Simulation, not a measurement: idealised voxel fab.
Title: Process Module voxel wiring stack
Pictured: cross-section cut, 165 nm wide, on a grid of 5 nm square cells.
Cross-section format: a grid of square cells, given as bands from top to bottom; each band is one or more rows of cells. The entry gives the band's vertical extent as a top height and a bottom height in nm, then its horizontal make-up as materials from left to right, each with a width in nm. "air" stands for empty space; a single material marked "edge to edge" fills the band edge to edge. Basically, 0 is our baseline, since under it the wafer straight out of the box is all one material. The bottom band has no lower end and keeps on going down, so it looks like "from 0 down". It should be noted that a width expressed as "30 to 40" varies in equal increments from row to row of cells within the band, taking the value of the first number at the top row and that of the second number at the bottom row. "no change" -> step changed no cross-section cell. Any empty space of 8 cells or more lacking an open way to the top shows up in "Closed voids list" as width x height at distance, distance from the left edge, in nm. If you see something after the settings on a step's line, that's the simulator's own remark about that step. Among the settings permitted on a step's line is "overlay nm"; applied to a step with a mask, it specifies the extent to which the mask lay to the right of its planned position, whereas a negative figure signifies a position to the left.
Process steps foreseen in the plan
1: RECEIVE,material Si
2: CONFORMAL_DEP,material SiO2,thk nm 15
3: CONFORMAL_DEP,material SiCN,thk nm 5
4: DIRECTIONAL_DEP,material lowk,thk nm 25
5: DIRECTIONAL_DEP,material aC,thk nm 10
6: PATTERN,tone open,mask id METAL_1,material resist,width nm 25,pitch nm 40,thk nm 25,overlay nm 0
7: DIRECTIONAL_ETCH,etch materials aC,depth nm 10
8: STRIP,etch materials resist
9: DIRECTIONAL_ETCH,etch materials lowk,depth nm 25
10: DIRECTIONAL_ETCH,etch materials SiCN,depth nm 5
11: STRIP,etch materials aC
12: CONFORMAL_DEP,material TiN,thk nm 5
13: FILL_DEP,material Cu,thk nm 10
14: CMP,height nm 45
15: CONFORMAL_DEP,material SiCN,thk nm 5
16: DIRECTIONAL_DEP,material SiO2,thk nm 20
17: PATTERN,tone open,mask id PLUG_1,material resist,width nm 15,pitch nm 40,thk nm 15,overlay nm 0
18: DIRECTIONAL_ETCH,etch materials SiO2,depth nm 20
19: DIRECTIONAL_ETCH,etch materials SiCN,depth nm 5
20: STRIP,etch materials resist
21: EPI,material Ru,thk nm 10
22: EPI,material Ru,thk nm 10
23: EPI,material Ru,thk nm 5
24: CONFORMAL_DEP,material SiCN,thk nm 5
25: DIRECTIONAL_DEP,material SiO2,thk nm 20
26: DIRECTIONAL_DEP,material aC,thk nm 10
27: PATTERN,tone open,mask id METAL_2,material resist,width nm 25,pitch nm 40,thk nm 25,overlay nm 0
28: DIRECTIONAL_ETCH,etch materials aC,depth nm 10
29: STRIP,etch materials resist
30: DIRECTIONAL_ETCH,etch materials SiO2,depth nm 20
31: DIRECTIONAL_ETCH,etch materials SiCN,depth nm 5
32: STRIP,etch materials aC
33: CONFORMAL_DEP,material TiN,thk nm 5
34: FILL_DEP,material W,thk nm 10
35: CMP,height nm 95
36: CONFORMAL_DEP,material SiN,thk nm 5
As-received state of the wafer in cross-section, equivalent to post-step 1
  from 0 down = Si edge to edge
  Closed voids list: none
The following cross-section depicts the wafer upon conclusion of the module. Processing commenced from the starting condition illustrated above and adhered to the plan illustrated above, save for one mistake in execution
  from 95 to 90 = SiN edge to edge
  from 90 to 75 = SiO2=30 / TiN=5 / W=15 / TiN=5 / SiO2=15 / TiN=5 / W=15 / TiN=5 / SiO2=15 / TiN=5 / W=15 / TiN=5 / SiO2=30
  from 75 to 70 = SiCN=30 / TiN=25 / SiCN=15 / TiN=25 / SiCN=15 / TiN=25 / SiCN=30
  from 70 to 50 = SiO2=30 / Ru=15 / SiO2=25 / Ru=15 / SiO2=25 / Ru=15 / SiO2=40
  from 50 to 45 = SiCN=30 / Ru=15 / SiCN=25 / Ru=15 / SiCN=25 / Ru=15 / SiCN=40
  from 45 to 20 = lowk=30 / TiN=5 / Cu=15 / TiN=5 / lowk=15 / TiN=5 / Cu=15 / TiN=5 / lowk=15 / TiN=5 / Cu=15 / TiN=5 / lowk=30
  from 20 to 15 = SiCN=30 / TiN=25 / SiCN=15 / TiN=25 / SiCN=15 / TiN=25 / SiCN=30
  from 15 to 0 = SiO2 edge to edge
  from 0 down = Si edge to edge
  Closed voids list: none
Nonconformance to the process plan: contrary to plan, step 35 was performed as CMP,height nm 90
